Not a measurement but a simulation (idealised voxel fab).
process module | voxel air gaps
cross-section cut | 300 nm wide | cells 5 nm
A cross-section is a grid of square cells, given in bands from the top down. A band is one or more rows of cells.
Each band's line starts with the height of the band's top and of its bottom, in nm. Then come its materials from left to right, each with its width in nm. One material with "throughout" fills the band from edge to edge. "air" is empty space.
Height 0 is the level under which the wafer as received is all one material. The lowest band goes on downwards, as in "0 down".
A width such as "30 to 40" changes by the same amount from each row of cells to the next, from the band's top row to its bottom row.
"no change" after a step means that no cell of the cross-section changed.
closed voids: empty space of 8 cells or more with no open way to the top, each as width x height at its distance from the left edge, in nm
after a step's settings: what the simulator itself notes on the step
overlay nm, on a step with a mask: how far to the right of its planned place the mask lay; to the left if negative
plan
1 op RECEIVE | material Si
2 op CONFORMAL_DEP | material SiO2 | thk nm 15
3 op CONFORMAL_DEP | material SiCN | thk nm 5
4 op DIRECTIONAL_DEP | material lowk | thk nm 30
5 op PATTERN | tone open | mask id LINES | material resist | width nm 25 | pitch nm 55 | thk nm 20 | overlay nm 0
6 op DIRECTIONAL_ETCH | etch materials lowk | depth nm 30
7 op STRIP | etch materials resist
8 op CONFORMAL_DEP | material TiN | thk nm 5
9 op FILL_DEP | material W | thk nm 5
10 op CMP | height nm 50
11 op EPI | material Ru | thk nm 10
12 op SELECTIVE_ETCH | etch materials lowk | depth nm 40
13 op CONFORMAL_DEP | material SiCN | thk nm 5
first wafer, as planned
as received, after step 1
  0 down: Si throughout
  closed voids: none
after step 2
  15 to 0: SiO2 throughout
  below 0: unchanged
after step 3
  20 to 15: SiCN throughout
  below 15: unchanged
after step 4
  50 to 20: lowk throughout
  below 20: unchanged
after step 5
  70 to 50: resist 55 | air 25 | resist 30 | air 25 | resist 30 | air 25 | resist 30 | air 25 | resist 55
  below 50: unchanged
after step 6
  70 to 50: resist 55 | air 25 | resist 30 | air 25 | resist 30 | air 25 | resist 30 | air 25 | resist 55
  50 to 20: lowk 55 | air 25 | lowk 30 | air 25 | lowk 30 | air 25 | lowk 30 | air 25 | lowk 55
  below 20: unchanged
after step 7
  50 to 20: lowk 55 | air 25 | lowk 30 | air 25 | lowk 30 | air 25 | lowk 30 | air 25 | lowk 55
  below 20: unchanged
after step 8
  55 to 50: TiN 60 | air 15 | TiN 40 | air 15 | TiN 40 | air 15 | TiN 40 | air 15 | TiN 60
  50 to 25: lowk 55 | TiN 5 | air 15 | TiN 5 | lowk 30 | TiN 5 | air 15 | TiN 5 | lowk 30 | TiN 5 | air 15 | TiN 5 | lowk 30 | TiN 5 | air 15 | TiN 5 | lowk 55
  25 to 20: lowk 55 | TiN 25 | lowk 30 | TiN 25 | lowk 30 | TiN 25 | lowk 30 | TiN 25 | lowk 55
  below 20: unchanged
after step 9
  60 to 55: W throughout
  55 to 50: TiN 60 | W 15 | TiN 40 | W 15 | TiN 40 | W 15 | TiN 40 | W 15 | TiN 60
  50 to 25: lowk 55 | TiN 5 | W 15 | TiN 5 | lowk 30 | TiN 5 | W 15 | TiN 5 | lowk 30 | TiN 5 | W 15 | TiN 5 | lowk 30 | TiN 5 | W 15 | TiN 5 | lowk 55
  below 25: unchanged
after step 10
  50 to 25: lowk 55 | TiN 5 | W 15 | TiN 5 | lowk 30 | TiN 5 | W 15 | TiN 5 | lowk 30 | TiN 5 | W 15 | TiN 5 | lowk 30 | TiN 5 | W 15 | TiN 5 | lowk 55
  below 25: unchanged
after step 11
  60 to 50: air 45 | Ru 45 | air 10 | Ru 45 | air 10 | Ru 45 | air 10 | Ru 45 | air 45
  below 50: unchanged
after step 12
  60 to 50: air 45 | Ru 45 | air 10 | Ru 45 | air 10 | Ru 45 | air 10 | Ru 45 | air 45
  50 to 25: air 55 | TiN 5 | W 15 | TiN 5 | air 30 | TiN 5 | W 15 | TiN 5 | air 30 | TiN 5 | W 15 | TiN 5 | air 30 | TiN 5 | W 15 | TiN 5 | air 55
  25 to 20: air 55 | TiN 25 | air 30 | TiN 25 | air 30 | TiN 25 | air 30 | TiN 25 | air 55
  below 20: unchanged
after step 13
  65 to 60: air 40 | SiCN 220 | air 40
  60 to 50: air 40 | SiCN 5 | Ru 45 | SiCN 10 | Ru 45 | SiCN 10 | Ru 45 | SiCN 10 | Ru 45 | SiCN 5 | air 40
  50 to 45: air 40 | SiCN 15 | TiN 5 | W 15 | TiN 5 | SiCN 30 | TiN 5 | W 15 | TiN 5 | SiCN 30 | TiN 5 | W 15 | TiN 5 | SiCN 30 | TiN 5 | W 15 | TiN 5 | SiCN 15 | air 40
  45 to 25: air 50 | SiCN 5 | TiN 5 | W 15 | TiN 5 | SiCN 5 | air 20 | SiCN 5 | TiN 5 | W 15 | TiN 5 | SiCN 5 | air 20 | SiCN 5 | TiN 5 | W 15 | TiN 5 | SiCN 5 | air 20 | SiCN 5 | TiN 5 | W 15 | TiN 5 | SiCN 5 | air 50
  25 to 20: SiCN 55 | TiN 25 | SiCN 30 | TiN 25 | SiCN 30 | TiN 25 | SiCN 30 | TiN 25 | SiCN 55
  below 20: unchanged
  closed voids: 20 x 20 at 85; 20 x 20 at 140; 20 x 20 at 195
second wafer: like start, like plan, one mistake. Through step 1 it matches the first wafer
when step 2 should have ended
  5 to 0: SiCN throughout
  below 0: unchanged
when step 3 should have ended
  20 to 5: SiO2 throughout
  below 5: unchanged
when step 4 should have ended
  50 to 20: lowk throughout
  below 20: unchanged
when step 5 should have ended
  70 to 50: resist 55 | air 25 | resist 30 | air 25 | resist 30 | air 25 | resist 30 | air 25 | resist 55
  below 50: unchanged
when step 6 should have ended
  70 to 50: resist 55 | air 25 | resist 30 | air 25 | resist 30 | air 25 | resist 30 | air 25 | resist 55
  50 to 20: lowk 55 | air 25 | lowk 30 | air 25 | lowk 30 | air 25 | lowk 30 | air 25 | lowk 55
  below 20: unchanged
when step 7 should have ended
  50 to 20: lowk 55 | air 25 | lowk 30 | air 25 | lowk 30 | air 25 | lowk 30 | air 25 | lowk 55
  below 20: unchanged
when step 8 should have ended
  55 to 50: TiN 60 | air 15 | TiN 40 | air 15 | TiN 40 | air 15 | TiN 40 | air 15 | TiN 60
  50 to 25: lowk 55 | TiN 5 | air 15 | TiN 5 | lowk 30 | TiN 5 | air 15 | TiN 5 | lowk 30 | TiN 5 | air 15 | TiN 5 | lowk 30 | TiN 5 | air 15 | TiN 5 | lowk 55
  25 to 20: lowk 55 | TiN 25 | lowk 30 | TiN 25 | lowk 30 | TiN 25 | lowk 30 | TiN 25 | lowk 55
  below 20: unchanged
when step 9 should have ended
  60 to 55: W throughout
  55 to 50: TiN 60 | W 15 | TiN 40 | W 15 | TiN 40 | W 15 | TiN 40 | W 15 | TiN 60
  50 to 25: lowk 55 | TiN 5 | W 15 | TiN 5 | lowk 30 | TiN 5 | W 15 | TiN 5 | lowk 30 | TiN 5 | W 15 | TiN 5 | lowk 30 | TiN 5 | W 15 | TiN 5 | lowk 55
  below 25: unchanged
when step 10 should have ended
  50 to 25: lowk 55 | TiN 5 | W 15 | TiN 5 | lowk 30 | TiN 5 | W 15 | TiN 5 | lowk 30 | TiN 5 | W 15 | TiN 5 | lowk 30 | TiN 5 | W 15 | TiN 5 | lowk 55
  below 25: unchanged
when step 11 should have ended
  60 to 50: air 45 | Ru 45 | air 10 | Ru 45 | air 10 | Ru 45 | air 10 | Ru 45 | air 45
  below 50: unchanged
when step 12 should have ended
  60 to 50: air 45 | Ru 45 | air 10 | Ru 45 | air 10 | Ru 45 | air 10 | Ru 45 | air 45
  50 to 25: air 55 | TiN 5 | W 15 | TiN 5 | air 30 | TiN 5 | W 15 | TiN 5 | air 30 | TiN 5 | W 15 | TiN 5 | air 30 | TiN 5 | W 15 | TiN 5 | air 55
  25 to 20: air 55 | TiN 25 | air 30 | TiN 25 | air 30 | TiN 25 | air 30 | TiN 25 | air 55
  below 20: unchanged
when step 13 should have ended
  65 to 60: air 40 | SiCN 220 | air 40
  60 to 50: air 40 | SiCN 5 | Ru 45 | SiCN 10 | Ru 45 | SiCN 10 | Ru 45 | SiCN 10 | Ru 45 | SiCN 5 | air 40
  50 to 45: air 40 | SiCN 15 | TiN 5 | W 15 | TiN 5 | SiCN 30 | TiN 5 | W 15 | TiN 5 | SiCN 30 | TiN 5 | W 15 | TiN 5 | SiCN 30 | TiN 5 | W 15 | TiN 5 | SiCN 15 | air 40
  45 to 25: air 50 | SiCN 5 | TiN 5 | W 15 | TiN 5 | SiCN 5 | air 20 | SiCN 5 | TiN 5 | W 15 | TiN 5 | SiCN 5 | air 20 | SiCN 5 | TiN 5 | W 15 | TiN 5 | SiCN 5 | air 20 | SiCN 5 | TiN 5 | W 15 | TiN 5 | SiCN 5 | air 50
  25 to 20: SiCN 55 | TiN 25 | SiCN 30 | TiN 25 | SiCN 30 | TiN 25 | SiCN 30 | TiN 25 | SiCN 55
  below 20: unchanged
  closed voids: 20 x 20 at 85; 20 x 20 at 140; 20 x 20 at 195
what went wrong: steps 2 and 3 were swapped
at the end the second wafer has, in cells: as many of each material as the first, in other places
